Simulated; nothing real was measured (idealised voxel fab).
voxel gate over fins: a process module
Cross-section cut spans 260 nm and uses square cells 5 nm in size.
Cross-sections here: square-cell grids, written as top-down lists of bands, a band being one or more rows of cells. For a band, the entry starts with two heights in nm, that of the top and then that of the bottom, and carries on with the band's materials in order from left to right, each alongside its width in nm; the word "all across" beside a single material means it fills the band edge to edge, and "air" means empty space. Note: height 0 marks the level under which the wafer is uniformly one material as received. Lowest band unbounded below, written "0..down". Top row gets the first number, bottom row gets the second, and each row in between changes by the same step: that is how a band width like "30 to 40" works. "remained unchanged" means the step left every cell of the cross-section as it was. Reported under the label "Listed closed voids" are the empty spaces having no open way to the top and comprising 8 cells or more; the notation for each is width x height at distance, in which the distance is measured from the left edge and all three values are in nm. On a step's line, text after the settings is the simulator commenting on that step. "overlay nm" on a masked step: distance the mask lay right of its planned place, negative for left.
[Process steps foreseen in the plan]
- 1: RECEIVE (material Si)
- 2: CONFORMAL_DEP (material SiN; thk nm 5)
- 3: PATTERN (tone cover; mask id FINS; material resist; width nm 15; pitch nm 60; thk nm 20; overlay nm 0)
- 4: DIRECTIONAL_ETCH (etch materials SiN; depth nm 5)
- 5: DIRECTIONAL_ETCH (etch materials Si; depth nm 40)
- 6: STRIP (etch materials resist)
- 7: OXIDIZE (depth nm 5)
- 8: FILL_DEP (material SiO2; thk nm 10)
- 9: CMP (height nm 5)
- 10: PATTERN (tone open; mask id RAIL; material resist; width nm 15; thk nm 15; overlay nm 0)
- 11: DIRECTIONAL_ETCH (etch materials SiO2; depth nm 40)
- 12: STRIP (etch materials resist)
- 13: CONFORMAL_DEP (material TiN; thk nm 5)
- 14: FILL_DEP (material Ru; thk nm 5)
- 15: CMP (height nm 5)
- 16: SELECTIVE_ETCH (etch materials W Ru TiN; depth nm 30)
- 17: FILL_DEP (material SiO2; thk nm 5)
- 18: CMP (height nm 5)
- 19: SELECTIVE_ETCH (etch materials SiO2; depth nm 20)
- 20: STRIP (etch materials SiN)
- 21: CONFORMAL_DEP (material HfO2; thk nm 5)
- 22: CONFORMAL_DEP (material TiN; thk nm 5)
- 23: CONFORMAL_DEP (material TiAl; thk nm 5)
- 24: CONFORMAL_DEP (material TiN; thk nm 5)
- 25: FILL_DEP (material W; thk nm 15)
- 26: CMP (height nm 30)
- 27: CONFORMAL_DEP (material SiCN; thk nm 10)
[Run as planned: first of two wafers]
[Cross-section, incoming material, after step 1]
* 0..down = Si all across
* Listed closed voids: none
[Cross-section: wafer state after step 2]
* 5..0 = SiN all across
* Lower than 0, everything is as it was.
[Cross-section: wafer state after step 3]
* 25..5 = 60 nm air | 15 nm resist | 45 nm air | 15 nm resist | 45 nm air | 15 nm resist | 65 nm air
* Lower than 5, everything is as it was.
[Cross-section: wafer state after step 4]
* 25..5 = 60 nm air | 15 nm resist | 45 nm air | 15 nm resist | 45 nm air | 15 nm resist | 65 nm air
* 5..0 = 60 nm air | 15 nm SiN | 45 nm air | 15 nm SiN | 45 nm air | 15 nm SiN | 65 nm air
* Lower than 0, everything is as it was.
[Cross-section: wafer state after step 5]
* 25..5 = 60 nm air | 15 nm resist | 45 nm air | 15 nm resist | 45 nm air | 15 nm resist | 65 nm air
* 5..0 = 60 nm air | 15 nm SiN | 45 nm air | 15 nm SiN | 45 nm air | 15 nm SiN | 65 nm air
* 0..-40 = 60 nm air | 15 nm Si | 45 nm air | 15 nm Si | 45 nm air | 15 nm Si | 65 nm air
* Lower than -40, everything is as it was.
[Cross-section: wafer state after step 6]
* 5..0 = 60 nm air | 15 nm SiN | 45 nm air | 15 nm SiN | 45 nm air | 15 nm SiN | 65 nm air
* Lower than 0, everything is as it was.
[Cross-section: wafer state after step 7]
* 5..0 = 60 nm air | 15 nm SiN | 45 nm air | 15 nm SiN | 45 nm air | 15 nm SiN | 65 nm air
* 0..-40 = 60 nm air | 5 nm SiO2 | 5 nm Si | 5 nm SiO2 | 45 nm air | 5 nm SiO2 | 5 nm Si | 5 nm SiO2 | 45 nm air | 5 nm SiO2 | 5 nm Si | 5 nm SiO2 | 65 nm air
* -40..-45 = 65 nm SiO2 | 5 nm Si | 55 nm SiO2 | 5 nm Si | 55 nm SiO2 | 5 nm Si | 70 nm SiO2
* Lower than -45, everything is as it was.
[Cross-section: wafer state after step 8]
* 15..5 = SiO2 all across
* 5..0 = 60 nm SiO2 | 15 nm SiN | 45 nm SiO2 | 15 nm SiN | 45 nm SiO2 | 15 nm SiN | 65 nm SiO2
* 0..-45 = 65 nm SiO2 | 5 nm Si | 55 nm SiO2 | 5 nm Si | 55 nm SiO2 | 5 nm Si | 70 nm SiO2
* Lower than -45, everything is as it was.
[Cross-section: wafer state after step 9]
* 5..0 = 60 nm SiO2 | 15 nm SiN | 45 nm SiO2 | 15 nm SiN | 45 nm SiO2 | 15 nm SiN | 65 nm SiO2
* Lower than 0, everything is as it was.
[Cross-section: wafer state after step 10]
* 20..5 = 90 nm resist | 15 nm air | 155 nm resist
* Lower than 5, everything is as it was.
[Cross-section: wafer state after step 11]
* 20..5 = 90 nm resist | 15 nm air | 155 nm resist
* 5..0 = 60 nm SiO2 | 15 nm SiN | 15 nm SiO2 | 15 nm air | 15 nm SiO2 | 15 nm SiN | 45 nm SiO2 | 15 nm SiN | 65 nm SiO2
* 0..-35 = 65 nm SiO2 | 5 nm Si | 20 nm SiO2 | 15 nm air | 20 nm SiO2 | 5 nm Si | 55 nm SiO2 | 5 nm Si | 70 nm SiO2
* Lower than -35, everything is as it was.
[Cross-section: wafer state after step 12]
* 5..0 = 60 nm SiO2 | 15 nm SiN | 15 nm SiO2 | 15 nm air | 15 nm SiO2 | 15 nm SiN | 45 nm SiO2 | 15 nm SiN | 65 nm SiO2
* Lower than 0, everything is as it was.
[Cross-section: wafer state after step 13]
* 10..5 = 95 nm TiN | 5 nm air | 160 nm TiN
* 5..0 = 60 nm SiO2 | 15 nm SiN | 15 nm SiO2 | 5 nm TiN | 5 nm air | 5 nm TiN | 15 nm SiO2 | 15 nm SiN | 45 nm SiO2 | 15 nm SiN | 65 nm SiO2
* 0..-30 = 65 nm SiO2 | 5 nm Si | 20 nm SiO2 | 5 nm TiN | 5 nm air | 5 nm TiN | 20 nm SiO2 | 5 nm Si | 55 nm SiO2 | 5 nm Si | 70 nm SiO2
* -30..-35 = 65 nm SiO2 | 5 nm Si | 20 nm SiO2 | 15 nm TiN | 20 nm SiO2 | 5 nm Si | 55 nm SiO2 | 5 nm Si | 70 nm SiO2
* Lower than -35, everything is as it was.
[Cross-section: wafer state after step 14]
* 15..10 = Ru all across
* 10..5 = 95 nm TiN | 5 nm Ru | 160 nm TiN
* 5..0 = 60 nm SiO2 | 15 nm SiN | 15 nm SiO2 | 5 nm TiN | 5 nm Ru | 5 nm TiN | 15 nm SiO2 | 15 nm SiN | 45 nm SiO2 | 15 nm SiN | 65 nm SiO2
* 0..-30 = 65 nm SiO2 | 5 nm Si | 20 nm SiO2 | 5 nm TiN | 5 nm Ru | 5 nm TiN | 20 nm SiO2 | 5 nm Si | 55 nm SiO2 | 5 nm Si | 70 nm SiO2
* Lower than -30, everything is as it was.
[Cross-section: wafer state after step 15]
* 5..0 = 60 nm SiO2 | 15 nm SiN | 15 nm SiO2 | 5 nm TiN | 5 nm Ru | 5 nm TiN | 15 nm SiO2 | 15 nm SiN | 45 nm SiO2 | 15 nm SiN | 65 nm SiO2
* Lower than 0, everything is as it was.
[Cross-section: wafer state after step 16]
* 5..0 = 60 nm SiO2 | 15 nm SiN | 15 nm SiO2 | 15 nm air | 15 nm SiO2 | 15 nm SiN | 45 nm SiO2 | 15 nm SiN | 65 nm SiO2
* 0..-25 = 65 nm SiO2 | 5 nm Si | 20 nm SiO2 | 15 nm air | 20 nm SiO2 | 5 nm Si | 55 nm SiO2 | 5 nm Si | 70 nm SiO2
* Lower than -25, everything is as it was.
[Cross-section: wafer state after step 17]
* 10..5 = SiO2 all across
* 5..0 = 60 nm SiO2 | 15 nm SiN | 45 nm SiO2 | 15 nm SiN | 45 nm SiO2 | 15 nm SiN | 65 nm SiO2
* 0..-25 = 65 nm SiO2 | 5 nm Si | 55 nm SiO2 | 5 nm Si | 55 nm SiO2 | 5 nm Si | 70 nm SiO2
* Lower than -25, everything is as it was.
[Cross-section: wafer state after step 18]
* 5..0 = 60 nm SiO2 | 15 nm SiN | 45 nm SiO2 | 15 nm SiN | 45 nm SiO2 | 15 nm SiN | 65 nm SiO2
* Lower than 0, everything is as it was.
[Cross-section: wafer state after step 19]
* 5..0 = 60 nm air | 15 nm SiN | 45 nm air | 15 nm SiN | 45 nm air | 15 nm SiN | 65 nm air
* 0..-15 = 65 nm air | 5 nm Si | 55 nm air | 5 nm Si | 55 nm air | 5 nm Si | 70 nm air
* Lower than -15, everything is as it was.
[Cross-section: wafer state after step 20]
* 0..-15 = 65 nm air | 5 nm Si | 55 nm air | 5 nm Si | 55 nm air | 5 nm Si | 70 nm air
* Lower than -15, everything is as it was.
[Cross-section: wafer state after step 21]
* 5..0 = 60 nm air | 15 nm HfO2 | 45 nm air | 15 nm HfO2 | 45 nm air | 15 nm HfO2 | 65 nm air
* 0..-10 = 60 nm air | 5 nm HfO2 | 5 nm Si | 5 nm HfO2 | 45 nm air | 5 nm HfO2 | 5 nm Si | 5 nm HfO2 | 45 nm air | 5 nm HfO2 | 5 nm Si | 5 nm HfO2 | 65 nm air
* -10..-15 = 65 nm HfO2 | 5 nm Si | 55 nm HfO2 | 5 nm Si | 55 nm HfO2 | 5 nm Si | 70 nm HfO2
* Lower than -15, everything is as it was.
[Cross-section: wafer state after step 22]
* 10..5 = 55 nm air | 25 nm TiN | 35 nm air | 25 nm TiN | 35 nm air | 25 nm TiN | 60 nm air
* 5..0 = 55 nm air | 5 nm TiN | 15 nm HfO2 | 5 nm TiN | 35 nm air | 5 nm TiN | 15 nm HfO2 | 5 nm TiN | 35 nm air | 5 nm TiN | 15 nm HfO2 | 5 nm TiN | 60 nm air
* 0..-5 = 55 nm air | 5 nm TiN | 5 nm HfO2 | 5 nm Si | 5 nm HfO2 | 5 nm TiN | 35 nm air | 5 nm TiN | 5 nm HfO2 | 5 nm Si | 5 nm HfO2 | 5 nm TiN | 35 nm air | 5 nm TiN | 5 nm HfO2 | 5 nm Si | 5 nm HfO2 | 5 nm TiN | 60 nm air
* -5..-10 = 60 nm TiN | 5 nm HfO2 | 5 nm Si | 5 nm HfO2 | 45 nm TiN | 5 nm HfO2 | 5 nm Si | 5 nm HfO2 | 45 nm TiN | 5 nm HfO2 | 5 nm Si | 5 nm HfO2 | 65 nm TiN
* Lower than -10, everything is as it was.
[Cross-section: wafer state after step 23]
* 15..10 = 50 nm air | 35 nm TiAl | 25 nm air | 35 nm TiAl | 25 nm air | 35 nm TiAl | 55 nm air
* 10..5 = 50 nm air | 5 nm TiAl | 25 nm TiN | 5 nm TiAl | 25 nm air | 5 nm TiAl | 25 nm TiN | 5 nm TiAl | 25 nm air | 5 nm TiAl | 25 nm TiN | 5 nm TiAl | 55 nm air
* 5..0 = 50 nm air | 5 nm TiAl | 5 nm TiN | 15 nm HfO2 | 5 nm TiN | 5 nm TiAl | 25 nm air | 5 nm TiAl | 5 nm TiN | 15 nm HfO2 | 5 nm TiN | 5 nm TiAl | 25 nm air | 5 nm TiAl | 5 nm TiN | 15 nm HfO2 | 5 nm TiN | 5 nm TiAl | 55 nm air
* 0..-5 = 55 nm TiAl | 5 nm TiN | 5 nm HfO2 | 5 nm Si | 5 nm HfO2 | 5 nm TiN | 35 nm TiAl | 5 nm TiN | 5 nm HfO2 | 5 nm Si | 5 nm HfO2 | 5 nm TiN | 35 nm TiAl | 5 nm TiN | 5 nm HfO2 | 5 nm Si | 5 nm HfO2 | 5 nm TiN | 60 nm TiAl
* Lower than -5, everything is as it was.
[Cross-section: wafer state after step 24]
* 20..15 = 45 nm air | 45 nm TiN | 15 nm air | 45 nm TiN | 15 nm air | 45 nm TiN | 50 nm air
* 15..10 = 45 nm air | 5 nm TiN | 35 nm TiAl | 5 nm TiN | 15 nm air | 5 nm TiN | 35 nm TiAl | 5 nm TiN | 15 nm air | 5 nm TiN | 35 nm TiAl | 5 nm TiN | 50 nm air
* 10..5 = 45 nm air | 5 nm TiN | 5 nm TiAl | 25 nm TiN | 5 nm TiAl | 5 nm TiN | 15 nm air | 5 nm TiN | 5 nm TiAl | 25 nm TiN | 5 nm TiAl | 5 nm TiN | 15 nm air | 5 nm TiN | 5 nm TiAl | 25 nm TiN | 5 nm TiAl | 5 nm TiN | 50 nm air
* 5..0 = 50 nm TiN | 5 nm TiAl | 5 nm TiN | 15 nm HfO2 | 5 nm TiN | 5 nm TiAl | 25 nm TiN | 5 nm TiAl | 5 nm TiN | 15 nm HfO2 | 5 nm TiN | 5 nm TiAl | 25 nm TiN | 5 nm TiAl | 5 nm TiN | 15 nm HfO2 | 5 nm TiN | 5 nm TiAl | 55 nm TiN
* Lower than 0, everything is as it was.
[Cross-section: wafer state after step 25]
* 35..20 = W all across
* 20..15 = 45 nm W | 45 nm TiN | 15 nm W | 45 nm TiN | 15 nm W | 45 nm TiN | 50 nm W
* 15..10 = 45 nm W | 5 nm TiN | 35 nm TiAl | 5 nm TiN | 15 nm W | 5 nm TiN | 35 nm TiAl | 5 nm TiN | 15 nm W | 5 nm TiN | 35 nm TiAl | 5 nm TiN | 50 nm W
* 10..5 = 45 nm W | 5 nm TiN | 5 nm TiAl | 25 nm TiN | 5 nm TiAl | 5 nm TiN | 15 nm W | 5 nm TiN | 5 nm TiAl | 25 nm TiN | 5 nm TiAl | 5 nm TiN | 15 nm W | 5 nm TiN | 5 nm TiAl | 25 nm TiN | 5 nm TiAl | 5 nm TiN | 50 nm W
* Lower than 5, everything is as it was.
[Cross-section: wafer state after step 26]
* 30..20 = W all across
* Lower than 20, everything is as it was.
[Cross-section: wafer state after step 27]
* 40..30 = SiCN all across
* Lower than 30, everything is as it was.
[The second wafer was prepared from the same starting point and under the same plan as the first; its processing contained one mistake, and it remains indistinguishable from the first wafer up to and including step 18]
[Cross-section of the second wafer corresponding to the planned conclusion of step 19]
* 5..0 = 60 nm air | 15 nm SiN | 45 nm air | 15 nm SiN | 45 nm air | 15 nm SiN | 65 nm air
* 0..-25 = 65 nm air | 5 nm Si | 55 nm air | 5 nm Si | 55 nm air | 5 nm Si | 70 nm air
* -25..-30 = 65 nm air | 5 nm Si | 20 nm air | 5 nm TiN | 5 nm Ru | 5 nm TiN | 20 nm air | 5 nm Si | 55 nm air | 5 nm Si | 70 nm air
* -30..-35 = 65 nm air | 5 nm Si | 20 nm air | 15 nm TiN | 20 nm air | 5 nm Si | 55 nm air | 5 nm Si | 70 nm air
* Lower than -35, everything is as it was.
[Cross-section of the second wafer corresponding to the planned conclusion of step 20]
* 0..-25 = 65 nm air | 5 nm Si | 55 nm air | 5 nm Si | 55 nm air | 5 nm Si | 70 nm air
* Lower than -25, everything is as it was.
[Cross-section of the second wafer corresponding to the planned conclusion of step 21]
* 5..0 = 60 nm air | 15 nm HfO2 | 45 nm air | 15 nm HfO2 | 45 nm air | 15 nm HfO2 | 65 nm air
* 0..-20 = 60 nm air | 5 nm HfO2 | 5 nm Si | 5 nm HfO2 | 45 nm air | 5 nm HfO2 | 5 nm Si | 5 nm HfO2 | 45 nm air | 5 nm HfO2 | 5 nm Si | 5 nm HfO2 | 65 nm air
* -20..-25 = 60 nm air | 5 nm HfO2 | 5 nm Si | 5 nm HfO2 | 10 nm air | 25 nm HfO2 | 10 nm air | 5 nm HfO2 | 5 nm Si | 5 nm HfO2 | 45 nm air | 5 nm HfO2 | 5 nm Si | 5 nm HfO2 | 65 nm air
* -25..-30 = 60 nm air | 5 nm HfO2 | 5 nm Si | 5 nm HfO2 | 10 nm air | 5 nm HfO2 | 5 nm TiN | 5 nm Ru | 5 nm TiN | 5 nm HfO2 | 10 nm air | 5 nm HfO2 | 5 nm Si | 5 nm HfO2 | 45 nm air | 5 nm HfO2 | 5 nm Si | 5 nm HfO2 | 65 nm air
* -30..-35 = 65 nm HfO2 | 5 nm Si | 20 nm HfO2 | 15 nm TiN | 20 nm HfO2 | 5 nm Si | 55 nm HfO2 | 5 nm Si | 70 nm HfO2
* Lower than -35, everything is as it was.
[Cross-section of the second wafer corresponding to the planned conclusion of step 22]
* 10..5 = 55 nm air | 25 nm TiN | 35 nm air | 25 nm TiN | 35 nm air | 25 nm TiN | 60 nm air
* 5..0 = 55 nm air | 5 nm TiN | 15 nm HfO2 | 5 nm TiN | 35 nm air | 5 nm TiN | 15 nm HfO2 | 5 nm TiN | 35 nm air | 5 nm TiN | 15 nm HfO2 | 5 nm TiN | 60 nm air
* 0..-15 = 55 nm air | 5 nm TiN | 5 nm HfO2 | 5 nm Si | 5 nm HfO2 | 5 nm TiN | 35 nm air | 5 nm TiN | 5 nm HfO2 | 5 nm Si | 5 nm HfO2 | 5 nm TiN | 35 nm air | 5 nm TiN | 5 nm HfO2 | 5 nm Si | 5 nm HfO2 | 5 nm TiN | 60 nm air
* -15..-20 = 55 nm air | 5 nm TiN | 5 nm HfO2 | 5 nm Si | 5 nm HfO2 | 45 nm TiN | 5 nm HfO2 | 5 nm Si | 5 nm HfO2 | 5 nm TiN | 35 nm air | 5 nm TiN | 5 nm HfO2 | 5 nm Si | 5 nm HfO2 | 5 nm TiN | 60 nm air
* -20..-25 = 55 nm air | 5 nm TiN | 5 nm HfO2 | 5 nm Si | 5 nm HfO2 | 10 nm TiN | 25 nm HfO2 | 10 nm TiN | 5 nm HfO2 | 5 nm Si | 5 nm HfO2 | 5 nm TiN | 35 nm air | 5 nm TiN | 5 nm HfO2 | 5 nm Si | 5 nm HfO2 | 5 nm TiN | 60 nm air
* -25..-30 = 60 nm TiN | 5 nm HfO2 | 5 nm Si | 5 nm HfO2 | 10 nm TiN | 5 nm HfO2 | 5 nm TiN | 5 nm Ru | 5 nm TiN | 5 nm HfO2 | 10 nm TiN | 5 nm HfO2 | 5 nm Si | 5 nm HfO2 | 45 nm TiN | 5 nm HfO2 | 5 nm Si | 5 nm HfO2 | 65 nm TiN
* Lower than -30, everything is as it was.
[Cross-section of the second wafer corresponding to the planned conclusion of step 23]
* 15..10 = 50 nm air | 35 nm TiAl | 25 nm air | 35 nm TiAl | 25 nm air | 35 nm TiAl | 55 nm air
* 10..5 = 50 nm air | 5 nm TiAl | 25 nm TiN | 5 nm TiAl | 25 nm air | 5 nm TiAl | 25 nm TiN | 5 nm TiAl | 25 nm air | 5 nm TiAl | 25 nm TiN | 5 nm TiAl | 55 nm air
* 5..0 = 50 nm air | 5 nm TiAl | 5 nm TiN | 15 nm HfO2 | 5 nm TiN | 5 nm TiAl | 25 nm air | 5 nm TiAl | 5 nm TiN | 15 nm HfO2 | 5 nm TiN | 5 nm TiAl | 25 nm air | 5 nm TiAl | 5 nm TiN | 15 nm HfO2 | 5 nm TiN | 5 nm TiAl | 55 nm air
* 0..-10 = 50 nm air | 5 nm TiAl | 5 nm TiN | 5 nm HfO2 | 5 nm Si | 5 nm HfO2 | 5 nm TiN | 5 nm TiAl | 25 nm air | 5 nm TiAl | 5 nm TiN | 5 nm HfO2 | 5 nm Si | 5 nm HfO2 | 5 nm TiN | 5 nm TiAl | 25 nm air | 5 nm TiAl | 5 nm TiN | 5 nm HfO2 | 5 nm Si | 5 nm HfO2 | 5 nm TiN | 5 nm TiAl | 55 nm air
* -10..-15 = 50 nm air | 5 nm TiAl | 5 nm TiN | 5 nm HfO2 | 5 nm Si | 5 nm HfO2 | 5 nm TiN | 35 nm TiAl | 5 nm TiN | 5 nm HfO2 | 5 nm Si | 5 nm HfO2 | 5 nm TiN | 5 nm TiAl | 25 nm air | 5 nm TiAl | 5 nm TiN | 5 nm HfO2 | 5 nm Si | 5 nm HfO2 | 5 nm TiN | 5 nm TiAl | 55 nm air
* -15..-20 = 50 nm air | 5 nm TiAl | 5 nm TiN | 5 nm HfO2 | 5 nm Si | 5 nm HfO2 | 45 nm TiN | 5 nm HfO2 | 5 nm Si | 5 nm HfO2 | 5 nm TiN | 5 nm TiAl | 25 nm air | 5 nm TiAl | 5 nm TiN | 5 nm HfO2 | 5 nm Si | 5 nm HfO2 | 5 nm TiN | 5 nm TiAl | 55 nm air
* -20..-25 = 55 nm TiAl | 5 nm TiN | 5 nm HfO2 | 5 nm Si | 5 nm HfO2 | 10 nm TiN | 25 nm HfO2 | 10 nm TiN | 5 nm HfO2 | 5 nm Si | 5 nm HfO2 | 5 nm TiN | 35 nm TiAl | 5 nm TiN | 5 nm HfO2 | 5 nm Si | 5 nm HfO2 | 5 nm TiN | 60 nm TiAl
* Lower than -25, everything is as it was.
[Cross-section of the second wafer corresponding to the planned conclusion of step 24]
* 20..15 = 45 nm air | 45 nm TiN | 15 nm air | 45 nm TiN | 15 nm air | 45 nm TiN | 50 nm air
* 15..10 = 45 nm air | 5 nm TiN | 35 nm TiAl | 5 nm TiN | 15 nm air | 5 nm TiN | 35 nm TiAl | 5 nm TiN | 15 nm air | 5 nm TiN | 35 nm TiAl | 5 nm TiN | 50 nm air
* 10..5 = 45 nm air | 5 nm TiN | 5 nm TiAl | 25 nm TiN | 5 nm TiAl | 5 nm TiN | 15 nm air | 5 nm TiN | 5 nm TiAl | 25 nm TiN | 5 nm TiAl | 5 nm TiN | 15 nm air | 5 nm TiN | 5 nm TiAl | 25 nm TiN | 5 nm TiAl | 5 nm TiN | 50 nm air
* 5..0 = 45 nm air | 5 nm TiN | 5 nm TiAl | 5 nm TiN | 15 nm HfO2 | 5 nm TiN | 5 nm TiAl | 5 nm TiN | 15 nm air | 5 nm TiN | 5 nm TiAl | 5 nm TiN | 15 nm HfO2 | 5 nm TiN | 5 nm TiAl | 5 nm TiN | 15 nm air | 5 nm TiN | 5 nm TiAl | 5 nm TiN | 15 nm HfO2 | 5 nm TiN | 5 nm TiAl | 5 nm TiN | 50 nm air
* 0..-5 = 45 nm air | 5 nm TiN | 5 nm TiAl | 5 nm TiN | 5 nm HfO2 | 5 nm Si | 5 nm HfO2 | 5 nm TiN | 5 nm TiAl | 5 nm TiN | 15 nm air | 5 nm TiN | 5 nm TiAl | 5 nm TiN | 5 nm HfO2 | 5 nm Si | 5 nm HfO2 | 5 nm TiN | 5 nm TiAl | 5 nm TiN | 15 nm air | 5 nm TiN | 5 nm TiAl | 5 nm TiN | 5 nm HfO2 | 5 nm Si | 5 nm HfO2 | 5 nm TiN | 5 nm TiAl | 5 nm TiN | 50 nm air
* -5..-10 = 45 nm air | 5 nm TiN | 5 nm TiAl | 5 nm TiN | 5 nm HfO2 | 5 nm Si | 5 nm HfO2 | 5 nm TiN | 5 nm TiAl | 25 nm TiN | 5 nm TiAl | 5 nm TiN | 5 nm HfO2 | 5 nm Si | 5 nm HfO2 | 5 nm TiN | 5 nm TiAl | 5 nm TiN | 15 nm air | 5 nm TiN | 5 nm TiAl | 5 nm TiN | 5 nm HfO2 | 5 nm Si | 5 nm HfO2 | 5 nm TiN | 5 nm TiAl | 5 nm TiN | 50 nm air
* -10..-15 = 45 nm air | 5 nm TiN | 5 nm TiAl | 5 nm TiN | 5 nm HfO2 | 5 nm Si | 5 nm HfO2 | 5 nm TiN | 35 nm TiAl | 5 nm TiN | 5 nm HfO2 | 5 nm Si | 5 nm HfO2 | 5 nm TiN | 5 nm TiAl | 5 nm TiN | 15 nm air | 5 nm TiN | 5 nm TiAl | 5 nm TiN | 5 nm HfO2 | 5 nm Si | 5 nm HfO2 | 5 nm TiN | 5 nm TiAl | 5 nm TiN | 50 nm air
* -15..-20 = 50 nm TiN | 5 nm TiAl | 5 nm TiN | 5 nm HfO2 | 5 nm Si | 5 nm HfO2 | 45 nm TiN | 5 nm HfO2 | 5 nm Si | 5 nm HfO2 | 5 nm TiN | 5 nm TiAl | 25 nm TiN | 5 nm TiAl | 5 nm TiN | 5 nm HfO2 | 5 nm Si | 5 nm HfO2 | 5 nm TiN | 5 nm TiAl | 55 nm TiN
* Lower than -20, everything is as it was.
[Cross-section of the second wafer corresponding to the planned conclusion of step 25]
* 35..20 = W all across
* 20..15 = 45 nm W | 45 nm TiN | 15 nm W | 45 nm TiN | 15 nm W | 45 nm TiN | 50 nm W
* 15..10 = 45 nm W | 5 nm TiN | 35 nm TiAl | 5 nm TiN | 15 nm W | 5 nm TiN | 35 nm TiAl | 5 nm TiN | 15 nm W | 5 nm TiN | 35 nm TiAl | 5 nm TiN | 50 nm W
* 10..5 = 45 nm W | 5 nm TiN | 5 nm TiAl | 25 nm TiN | 5 nm TiAl | 5 nm TiN | 15 nm W | 5 nm TiN | 5 nm TiAl | 25 nm TiN | 5 nm TiAl | 5 nm TiN | 15 nm W | 5 nm TiN | 5 nm TiAl | 25 nm TiN | 5 nm TiAl | 5 nm TiN | 50 nm W
* 5..0 = 45 nm W | 5 nm TiN | 5 nm TiAl | 5 nm TiN | 15 nm HfO2 | 5 nm TiN | 5 nm TiAl | 5 nm TiN | 15 nm W | 5 nm TiN | 5 nm TiAl | 5 nm TiN | 15 nm HfO2 | 5 nm TiN | 5 nm TiAl | 5 nm TiN | 15 nm W | 5 nm TiN | 5 nm TiAl | 5 nm TiN | 15 nm HfO2 | 5 nm TiN | 5 nm TiAl | 5 nm TiN | 50 nm W
* 0..-5 = 45 nm W | 5 nm TiN | 5 nm TiAl | 5 nm TiN | 5 nm HfO2 | 5 nm Si | 5 nm HfO2 | 5 nm TiN | 5 nm TiAl | 5 nm TiN | 15 nm W | 5 nm TiN | 5 nm TiAl | 5 nm TiN | 5 nm HfO2 | 5 nm Si | 5 nm HfO2 | 5 nm TiN | 5 nm TiAl | 5 nm TiN | 15 nm W | 5 nm TiN | 5 nm TiAl | 5 nm TiN | 5 nm HfO2 | 5 nm Si | 5 nm HfO2 | 5 nm TiN | 5 nm TiAl | 5 nm TiN | 50 nm W
* -5..-10 = 45 nm W | 5 nm TiN | 5 nm TiAl | 5 nm TiN | 5 nm HfO2 | 5 nm Si | 5 nm HfO2 | 5 nm TiN | 5 nm TiAl | 25 nm TiN | 5 nm TiAl | 5 nm TiN | 5 nm HfO2 | 5 nm Si | 5 nm HfO2 | 5 nm TiN | 5 nm TiAl | 5 nm TiN | 15 nm W | 5 nm TiN | 5 nm TiAl | 5 nm TiN | 5 nm HfO2 | 5 nm Si | 5 nm HfO2 | 5 nm TiN | 5 nm TiAl | 5 nm TiN | 50 nm W
* -10..-15 = 45 nm W | 5 nm TiN | 5 nm TiAl | 5 nm TiN | 5 nm HfO2 | 5 nm Si | 5 nm HfO2 | 5 nm TiN | 35 nm TiAl | 5 nm TiN | 5 nm HfO2 | 5 nm Si | 5 nm HfO2 | 5 nm TiN | 5 nm TiAl | 5 nm TiN | 15 nm W | 5 nm TiN | 5 nm TiAl | 5 nm TiN | 5 nm HfO2 | 5 nm Si | 5 nm HfO2 | 5 nm TiN | 5 nm TiAl | 5 nm TiN | 50 nm W
* Lower than -15, everything is as it was.
[Cross-section of the second wafer corresponding to the planned conclusion of step 26]
* 30..20 = W all across
* Lower than 20, everything is as it was.
[Cross-section of the second wafer corresponding to the planned conclusion of step 27]
* 40..30 = SiCN all across
* Lower than 30, everything is as it was.
Plan not followed: plan step 19 ran twice
Wafer comparison, final, in cells, second relative to first, materials more or fewer: HfO2: 28 more, SiO2: 190 fewer, TiAl: 20 more, TiN: 48 more, W: 94 more
